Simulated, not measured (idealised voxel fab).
Process module under the name voxel fin reveal
Shown is cross-section cut, with a width of 180 nm and square cells of size 5 nm.
Cross-section layout: square cells on a grid; listed as bands, top to bottom; a band spans one or more cell rows.
Read a band's entry like this: the first values are the height of its top and the height of its bottom in nm, and what follows is the sequence of materials from left to right, each with its width in nm. Note that "blank" is empty space, and that a single material marked "full width" reaches across the band from edge to edge.
Ref level 0: as-received wafer is one material below here. Bottom band extends down with no lower bound ("0 and below").
Width "30..40": first value at the band's top row of cells, second value at its bottom row, equal change from row to row.
Basically "nothing was modified" means that step didn't change any cell in the cross-section.
Under "Enclosed internal voids" you'll find the enclosed gaps, the ones with no way out to the top, that are 8 cells or bigger; each reads width x height at distance, with distance counted from the left edge, everything in nm.
Where a step's line continues beyond its settings, the continuation is a remark by the simulator itself on that step.
The optional step-line setting "overlay nm" applies to steps with a mask and quantifies how far to the right of its planned location the mask lay, a negative value indicating leftward placement.
**Planned step list for the process**
1) RECEIVE, material Si
2) CONFORMAL_DEP, material SiN, thk nm 10
3) MASKED_ETCH, tone cover, mask id FINS, width nm 15, pitch nm 40, etch materials SiN, depth nm 10, overlay nm 0
4) MASKED_ETCH, tone cover, mask id FINS, width nm 15, pitch nm 40, etch materials Si, depth nm 35, overlay nm 0
5) OXIDIZE, depth nm 5
6) FILL_DEP, material SiO2, thk nm 5
7) CMP, height nm 10
8) SELECTIVE_ETCH, etch materials SiO2, depth nm 25
9) STRIP, etch materials SiN
10) CONFORMAL_DEP, material HfO2, thk nm 5
**Delivered wafer in cross-section: state after step 1**
- 0 and below: Si full width
- Enclosed internal voids: none
**Wafer at module end, in section. Began as above, planned as above, run with one mistake**
- 5 down to 0: 60 of blank / 20 of HfO2 / 20 of blank / 20 of HfO2 / 60 of blank
- 0 down to -10: 60 of blank / 5 of HfO2 / 10 of Si / 5 of HfO2 / 20 of blank / 5 of HfO2 / 10 of Si / 5 of HfO2 / 60 of blank
- -10 down to -15: 65 of HfO2 / 10 of Si / 30 of HfO2 / 10 of Si / 65 of HfO2
- -15 down to -40: 65 of SiO2 / 10 of Si / 30 of SiO2 / 10 of Si / 65 of SiO2
- -40 and below: Si full width
- Enclosed internal voids: none
It is concluded that the wafer was processed incorrectly with respect to the plan, in that contrary to plan, step 3 was performed as MASKED_ETCH, tone cover, mask id FINS, width nm 20, pitch nm 40, etch materials SiN, depth nm 10, overlay nm 0
